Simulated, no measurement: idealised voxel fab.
You're looking at the process module voxel capacitor over wiring.
Each square cell in cross-section cut measures 5 nm, and the section as a whole is 280 nm wide.
Reading order for cross-sections: top band down to bottom band. Underlying form: a grid of square cells. Band size: one or more rows of cells. Each band's line starts with the height of the band's top and of its bottom, in nm. Then come its materials from left to right, each with its width in nm. One material with "everywhere" fills the band from edge to edge. "empty" is empty space. It should be noted that heights are counted from 0, beneath which the wafer as supplied is of one material throughout, and that the lowest band possesses no lower boundary but continues downward, as written in "0 -> down". Top row gets the first number, bottom row gets the second, and each row in between changes by the same step: that is how a band width like "30 to 40" works. Take "remains unaltered" at face value: in the step it is given for, the cross-section changed in none of its cells. Closed-off voids of 8+ cells (no open route to the top) go in "Enclosed cavity list", written width x height at distance from the left edge, in nm. It should be noted that, on the line of a given step, the content following the step's settings is a remark produced by the simulator itself with respect to that step. overlay nm: mask offset rightward from planned place, masked step; negative means leftward offset.

-- Process steps - plan
1. RECEIVE | material Si
2. CONFORMAL_DEP | material SiO2 | thk nm 10
3. DIRECTIONAL_DEP | material TiN | thk nm 5
4. DIRECTIONAL_DEP | material Ru | thk nm 15
5. PATTERN | tone cover | mask id METAL_1 | material resist | width nm 25 | pitch nm 80 | thk nm 20 | overlay nm 0
6. DIRECTIONAL_ETCH | etch materials Ru | depth nm 15
7. DIRECTIONAL_ETCH | etch materials TiN | depth nm 5
8. STRIP | etch materials resist
9. CONFORMAL_DEP | material SiN | thk nm 5
10. FILL_DEP | material SiO2 | thk nm 10
11. CMP | height nm 30
12. CONFORMAL_DEP | material SiCN | thk nm 5
13. DIRECTIONAL_DEP | material lowk | thk nm 10
14. DIRECTIONAL_DEP | material aC | thk nm 15
15. PATTERN | tone open | mask id PLUG_1 | material resist | width nm 15 | thk nm 35 | overlay nm 0
16. DIRECTIONAL_ETCH | etch materials aC | depth nm 15
17. STRIP | etch materials resist
18. DIRECTIONAL_ETCH | etch materials lowk | depth nm 10
19. DIRECTIONAL_ETCH | etch materials SiCN | depth nm 5
20. STRIP | etch materials aC
21. CONFORMAL_DEP | material TiN | thk nm 5
22. FILL_DEP | material W | thk nm 10
23. CMP | height nm 45
24. DIRECTIONAL_DEP | material TiN | thk nm 10
25. DIRECTIONAL_DEP | material Al2O3 | thk nm 5
26. DIRECTIONAL_DEP | material TiN | thk nm 10
27. PATTERN | tone cover | mask id UPPER_PLATE | material resist | width nm 60 | thk nm 15 | overlay nm 0
28. DIRECTIONAL_ETCH | etch materials TiN | depth nm 10
29. DIRECTIONAL_ETCH | etch materials Al2O3 | depth nm 5
30. STRIP | etch materials resist
31. MASKED_ETCH | tone cover | mask id LOWER_PLATE | width nm 70 | etch materials TiN | depth nm 10 | overlay nm 0
32. FILL_DEP | material SiO2 | thk nm 20
33. CMP | height nm 85
34. PATTERN | tone open | mask id PLUG_2 | material resist | width nm 15 | thk nm 15 | overlay nm 0
35. DIRECTIONAL_ETCH | etch materials SiO2 | depth nm 15
36. STRIP | etch materials resist
37. CONFORMAL_DEP | material TiN | thk nm 5
38. FILL_DEP | material Ru | thk nm 10
39. CMP | height nm 85
40. CONFORMAL_DEP | material SiCN | thk nm 5
Wafer-to-wafer difference: width nm, step 15. Common start. Plan = first wafer's value.

-- Received wafers, first of several: cross-section after step 1
- 0 -> down: Si everywhere
- Enclosed cavity list: none

-- Per wafer, end of module: cells gained (+) or lost (-) per material since receipt, then closed voids
width nm 15; +12 Al2O3; +32 Ru; +109 SiCN; +58 SiN; +613 SiO2; +76 TiN; +2 W; +106 lowk; Enclosed cavity list: none
width nm 20; +12 Al2O3; +32 Ru; +108 SiCN; +58 SiN; +613 SiO2; +77 TiN; +4 W; +104 lowk; Enclosed cavity list: none
width nm 25; +12 Al2O3; +32 Ru; +107 SiCN; +58 SiN; +613 SiO2; +78 TiN; +6 W; +102 lowk; Enclosed cavity list: none
width nm 30; +12 Al2O3; +32 Ru; +106 SiCN; +58 SiN; +613 SiO2; +79 TiN; +8 W; +100 lowk; Enclosed cavity list: none
